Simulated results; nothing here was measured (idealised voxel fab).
Title: Process Module voxel released beams
Displayed cross-section: cut, width of 220 nm, square cells sized 5 nm.
A cross-section in this document is a grid of square cells, and it is written down as bands, the top band listed before the ones below it; a band is made up of one or more rows of cells.
Band: top height; bottom height; in nm. Then, left to right: material with width in nm, for each material. "edge to edge": a single material spanning edge to edge. "blank": empty space.
The level at which height equals 0 is the one under which the wafer, as it arrives, is entirely one material. No lower edge exists for the bottom band, which continues downward and is notated as in "from 0 down".
With a width like "30->40", each row of cells in the band differs from the next by the same amount, the top row carrying the first number and the bottom row the second.
Key: "stayed the same" - step with no changed cell in the cross-section.
For the entry "Closed cavities", the listed items are empty spaces with no open way to the top whose size is 8 cells or more; each item follows the pattern width x height at distance, where distance is from the left edge and all three are in nm.
Note: text after step settings on the step line = simulator remark on that step.
The "overlay nm" setting may appear on a step's line; for a step that uses a mask, it gives how far to the right of its planned position the mask lay, and a negative value indicates the left.

Process steps (planned):
- 1: RECEIVE (material Si)
- 2: CONFORMAL_DEP (material SiN; thk nm 5)
- 3: DIRECTIONAL_DEP (material SiO2; thk nm 20)
- 4: PATTERN (tone open; mask id ANCHOR; material resist; width nm 30; thk nm 15; overlay nm 0)
- 5: DIRECTIONAL_ETCH (etch materials SiO2; depth nm 20)
- 6: STRIP (etch materials resist)
- 7: CONFORMAL_DEP (material polySi; thk nm 10)
- 8: PATTERN (tone cover; mask id BEAM; material resist; width nm 95; thk nm 15; overlay nm 0)
- 9: DIRECTIONAL_ETCH (etch materials polySi; depth nm 10)
- 10: STRIP (etch materials resist)
- 11: STRIP (etch materials SiO2)

Cross-section of the wafer at receipt, which is the condition after step 1:
    from 0 down = Si edge to edge
    Closed cavities: none

The first of two wafers, cross-sectioned at the end of the module, with the run proceeding as planned:
    from 35 to 25 = 60 of blank | 15 of polySi | 10 of blank | 70 of polySi | 65 of blank
    from 25 to 15 = 65 of blank | 10 of polySi | 10 of blank | 10 of polySi | 125 of blank
    from 15 to 5 = 65 of blank | 30 of polySi | 125 of blank
    from 5 to 0 = SiN edge to edge
    from 0 down = Si edge to edge
    Closed cavities: none

Module end: cross-section of wafer two of two. Same start and process plan as the first wafer. One mistake during execution:
    from 35 to 25 = 60 of blank | 95 of polySi | 65 of blank
    from 25 to 20 = SiN edge to edge
    from 20 to 0 = SiO2 edge to edge
    from 0 down = Si edge to edge
    Closed cavities: none
Processing error: deviation from plan: step 3 and step 2 executed in one another's positions
Counted in cells at the end, the second wafer holds more or fewer of these materials than the first: SiO2: 176 more | polySi: 16 fewer
